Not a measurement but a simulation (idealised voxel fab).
process module | voxel ribs on slabs
cross-section cut | 215 nm wide | cells 5 nm
A cross-section is a grid of square cells, given in bands from the top down. A band is one or more rows of cells.
Each band's line starts with the height of the band's top and of its bottom, in nm. Then come its materials from left to right, each with its width in nm. One material with "throughout" fills the band from edge to edge. "air" is empty space.
Height 0 is the level under which the wafer as received is all one material. The lowest band goes on downwards, as in "0 down".
A width such as "30 to 40" changes by the same amount from each row of cells to the next, from the band's top row to its bottom row.
"no change" after a step means that no cell of the cross-section changed.
closed voids: empty space of 8 cells or more with no open way to the top, each as width x height at its distance from the left edge, in nm
after a step's settings: what the simulator itself notes on the step
overlay nm, on a step with a mask: how far to the right of its planned place the mask lay; to the left if negative
plan
1 op RECEIVE | material Si
2 op DIRECTIONAL_DEP | material SiO2 | thk nm 25
3 op DIRECTIONAL_DEP | material SiN | thk nm 25
4 op MASKED_ETCH | tone cover | mask id RIB | width nm 30 | etch materials SiN | depth nm 15 | overlay nm 0
5 op DIRECTIONAL_DEP | material aC | thk nm 15
6 op PATTERN | tone cover | mask id SLAB | material resist | width nm 60 | thk nm 35 | overlay nm 0
7 op DIRECTIONAL_ETCH | etch materials aC | depth nm 15
8 op STRIP | etch materials resist
9 op DIRECTIONAL_ETCH | etch materials SiN | depth nm 10
10 op STRIP | etch materials aC
11 op FILL_DEP | material SiO2 | thk nm 25
12 op CMP | height nm 70
13 op DIRECTIONAL_DEP | material W | thk nm 10
14 op PATTERN | tone cover | mask id HEATER | material resist | width nm 40 | thk nm 20 | overlay nm 0
15 op DIRECTIONAL_ETCH | etch materials W | depth nm 10
16 op STRIP | etch materials resist
17 op CONFORMAL_DEP | material SiO2 | thk nm 5
as received, after step 1
  0 down: Si throughout
  closed voids: none
first wafer at the end, as planned
  85 to 80: air 80 | SiO2 50 | air 85
  80 to 75: air 80 | SiO2 5 | W 40 | SiO2 5 | air 85
  75 to 70: SiO2 85 | W 40 | SiO2 90
  70 to 50: SiO2 throughout
  50 to 35: SiO2 90 | SiN 30 | SiO2 95
  35 to 25: SiO2 75 | SiN 60 | SiO2 80
  25 to 0: SiO2 throughout
  0 down: Si throughout
  closed voids: none
second wafer at the end: like start, like plan, one mistake
  85 to 80: air 75 | SiO2 50 | air 90
  80 to 75: air 75 | SiO2 5 | W 40 | SiO2 5 | air 90
  75 to 70: SiO2 80 | W 40 | SiO2 95
  70 to 50: SiO2 throughout
  50 to 35: SiO2 90 | SiN 30 | SiO2 95
  35 to 25: SiO2 75 | SiN 60 | SiO2 80
  25 to 0: SiO2 throughout
  0 down: Si throughout
  closed voids: none
what went wrong: step 14 ran as: op PATTERN | tone cover | mask id HEATER | material resist | width nm 40 | thk nm 20 | overlay nm -5
at the end the second wafer has, in cells: as many of each material as the first, in other places
